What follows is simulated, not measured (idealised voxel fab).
A process module follows: voxel plated lines.
Cross-section cut spans 245 nm and uses square cells 5 nm in size.
Reading order for cross-sections: top band down to bottom band. Underlying form: a grid of square cells. Band size: one or more rows of cells. Basically the band line says how high the top is and how high the bottom is, in nm, and then what's in it from left to right, every material with its width in nm. Empty space shows up as "empty", and if a single material carries "everywhere" it runs the full band edge to edge. The reference from which all heights are counted is 0, the level beneath which the as-received wafer is entirely one material; the lowest band, having no lower bound, proceeds downward and is written after the example "top 0, no bottom". So if you see something like "30..40" for the width, read it as the top row of the band sitting at the first number and the bottom row at the second, with every row in between moving by the same amount as the last. Step marked "no modification"? Then no cell in the cross-section changed in it. "Enclosed voids" contains a list of empty spaces, each no smaller than 8 cells and without an open way to the top, written in the form width x height at distance with the distance from the left edge and all three in nm. On each step's line, the part that comes after the settings is the simulator's own comment on the step. The line of a step may include "overlay nm". On a step with a mask, this value is how far to the right of its planned place the mask lay. A negative value means the mask lay to the left.

### Planned step list for the process
| 1 | RECEIVE: material Si |
| 2 | CONFORMAL_DEP: material SiN, thk nm 15 |
| 3 | DIRECTIONAL_DEP: material TiN, thk nm 5 |
| 4 | PATTERN: tone open, mask id LINES, material resist, width nm 15, pitch nm 35, thk nm 40, overlay nm -15 |
| 5 | EPI: material Ru, thk nm 5 |
| 6 | EPI: material Ru, thk nm 5 |
| 7 | EPI: material Ru, thk nm 5 |
| 8 | STRIP: etch materials resist |
| 9 | DIRECTIONAL_ETCH: etch materials TiN, depth nm 5 |
| 10 | CONFORMAL_DEP: material SiN, thk nm 10 |
Keep in mind the plan's value for the overlay nm of step 4 comes from the first wafer; the wafers don't share that setting, but they do share the same starting point.

### After step 1, as received: first of several wafers, cross-section
  top 0, no bottom | Si everywhere
  Enclosed voids: none

### Module finished, last step 10 done: cross-section of the first of several wafers
  top 45, bottom 35 | empty: 55, SiN: 105, empty: 85
  top 35, bottom 25 | empty: 55, SiN: 10, Ru: 15, SiN: 20, Ru: 15, SiN: 20, Ru: 15, SiN: 10, empty: 85
  top 25, bottom 20 | SiN: 65, Ru: 15, SiN: 20, Ru: 15, SiN: 20, Ru: 15, SiN: 95
  top 20, bottom 15 | SiN: 65, TiN: 15, SiN: 20, TiN: 15, SiN: 20, TiN: 15, SiN: 95
  top 15, bottom 0 | SiN everywhere
  top 0, no bottom | Si everywhere
  Enclosed voids: none

### Last wafer, end of module, cross-section
  top 45, bottom 35 | empty: 85, SiN: 105, empty: 55
  top 35, bottom 25 | empty: 85, SiN: 10, Ru: 15, SiN: 20, Ru: 15, SiN: 20, Ru: 15, SiN: 10, empty: 55
  top 25, bottom 20 | SiN: 95, Ru: 15, SiN: 20, Ru: 15, SiN: 20, Ru: 15, SiN: 65
  top 20, bottom 15 | SiN: 95, TiN: 15, SiN: 20, TiN: 15, SiN: 20, TiN: 15, SiN: 65
  top 15, bottom 0 | SiN everywhere
  top 0, no bottom | Si everywhere
  Enclosed voids: none

### Basically each wafer gets a line in the table, showing it at the end of the module: material by material, the cells it gained (+) or lost (-) since we got it, then its closed voids
overlay nm -15, +27 Ru, +293 SiN, +9 TiN, Enclosed voids: none
overlay nm -10, +27 Ru, +293 SiN, +9 TiN, Enclosed voids: none
overlay nm -5, +27 Ru, +293 SiN, +9 TiN, Enclosed voids: none
overlay nm 0, +27 Ru, +293 SiN, +9 TiN, Enclosed voids: none
overlay nm 5, +27 Ru, +293 SiN, +9 TiN, Enclosed voids: none
overlay nm 10, +27 Ru, +293 SiN, +9 TiN, Enclosed voids: none
overlay nm 15, +27 Ru, +293 SiN, +9 TiN, Enclosed voids: none
